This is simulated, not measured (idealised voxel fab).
process module | voxel ribs on slabs
cross-section cut | 240 nm wide | cells 5 nm
A cross-section is a grid of square cells, given in bands from the top down. A band is one or more rows of cells.
Each band's line starts with the height of the band's top and of its bottom, in nm. Then come its materials from left to right, each with its width in nm. One material with "throughout" fills the band from edge to edge. "air" is empty space.
Height 0 is the level under which the wafer as received is all one material. The lowest band goes on downwards, as in "0 down".
A width such as "30 to 40" changes by the same amount from each row of cells to the next, from the band's top row to its bottom row.
"no change" after a step means that no cell of the cross-section changed.
closed voids: empty space of 8 cells or more with no open way to the top, each as width x height at its distance from the left edge, in nm
after a step's settings: what the simulator itself notes on the step
overlay nm, on a step with a mask: how far to the right of its planned place the mask lay; to the left if negative
plan
1 op RECEIVE | material Si
2 op DIRECTIONAL_DEP | material SiO2 | thk nm 30
3 op DIRECTIONAL_DEP | material SiN | thk nm 20
4 op PATTERN | tone cover | mask id RIB | material resist | width nm 20 | thk nm 15 | overlay nm 0
5 op DIRECTIONAL_ETCH | etch materials SiN | depth nm 10
6 op STRIP | etch materials resist
7 op PATTERN | tone cover | mask id SLAB | material resist | width nm 70 | thk nm 15 | overlay nm 0
8 op DIRECTIONAL_ETCH | etch materials SiN | depth nm 10
9 op STRIP | etch materials resist
10 op FILL_DEP | material SiO2 | thk nm 30
11 op CMP | height nm 70
12 op DIRECTIONAL_DEP | material W | thk nm 10
13 op MASKED_ETCH | tone cover | mask id HEATER | width nm 30 | etch materials W | depth nm 10 | overlay nm 0
14 op CONFORMAL_DEP | material SiO2 | thk nm 10
first wafer, as planned
as received, after step 1
  0 down: Si throughout
  closed voids: none
after step 2
  30 to 0: SiO2 throughout
  below 0: unchanged
after step 3
  50 to 30: SiN throughout
  below 30: unchanged
after step 4
  65 to 50: air 110 | resist 20 | air 110
  below 50: unchanged
after step 5
  65 to 50: air 110 | resist 20 | air 110
  50 to 40: air 110 | SiN 20 | air 110
  below 40: unchanged
after step 6
  50 to 40: air 110 | SiN 20 | air 110
  below 40: unchanged
after step 7
  65 to 50: air 85 | resist 70 | air 85
  50 to 40: air 85 | resist 25 | SiN 20 | resist 25 | air 85
  below 40: unchanged
after step 8
  65 to 50: air 85 | resist 70 | air 85
  50 to 40: air 85 | resist 25 | SiN 20 | resist 25 | air 85
  40 to 30: air 85 | SiN 70 | air 85
  below 30: unchanged
after step 9
  50 to 40: air 110 | SiN 20 | air 110
  below 40: unchanged
after step 10
  80 to 50: SiO2 throughout
  50 to 40: SiO2 110 | SiN 20 | SiO2 110
  40 to 30: SiO2 85 | SiN 70 | SiO2 85
  below 30: unchanged
after step 11
  70 to 50: SiO2 throughout
  below 50: unchanged
after step 12
  80 to 70: W throughout
  below 70: unchanged
after step 13
  80 to 70: air 105 | W 30 | air 105
  below 70: unchanged
after step 14
  90 to 80: air 95 | SiO2 50 | air 95
  80 to 70: SiO2 105 | W 30 | SiO2 105
  below 70: unchanged
second wafer: like start, like plan, one mistake. Through step 2 it matches the first wafer
when step 3 should have ended
  70 to 30: SiN throughout
  below 30: unchanged
when step 4 should have ended
  85 to 70: air 110 | resist 20 | air 110
  below 70: unchanged
when step 5 should have ended
  85 to 70: air 110 | resist 20 | air 110
  70 to 60: air 110 | SiN 20 | air 110
  below 60: unchanged
when step 6 should have ended
  70 to 60: air 110 | SiN 20 | air 110
  below 60: unchanged
when step 7 should have ended
  85 to 70: air 85 | resist 70 | air 85
  70 to 60: air 85 | resist 25 | SiN 20 | resist 25 | air 85
  below 60: unchanged
when step 8 should have ended
  85 to 70: air 85 | resist 70 | air 85
  70 to 60: air 85 | resist 25 | SiN 20 | resist 25 | air 85
  60 to 50: air 85 | SiN 70 | air 85
  below 50: unchanged
when step 9 should have ended
  70 to 60: air 110 | SiN 20 | air 110
  below 60: unchanged
when step 10 should have ended
  100 to 70: SiO2 throughout
  70 to 60: SiO2 110 | SiN 20 | SiO2 110
  60 to 50: SiO2 85 | SiN 70 | SiO2 85
  below 50: unchanged
when step 11 should have ended
  70 to 60: SiO2 110 | SiN 20 | SiO2 110
  below 60: unchanged
when step 12 should have ended
  80 to 70: W throughout
  below 70: unchanged
when step 13 should have ended
  80 to 70: air 105 | W 30 | air 105
  below 70: unchanged
when step 14 should have ended
  90 to 80: air 95 | SiO2 50 | air 95
  80 to 70: SiO2 105 | W 30 | SiO2 105
  below 70: unchanged
what went wrong: step 3 was run twice
at the end the second wafer has, in cells: 192 more of SiN | 192 fewer of SiO2
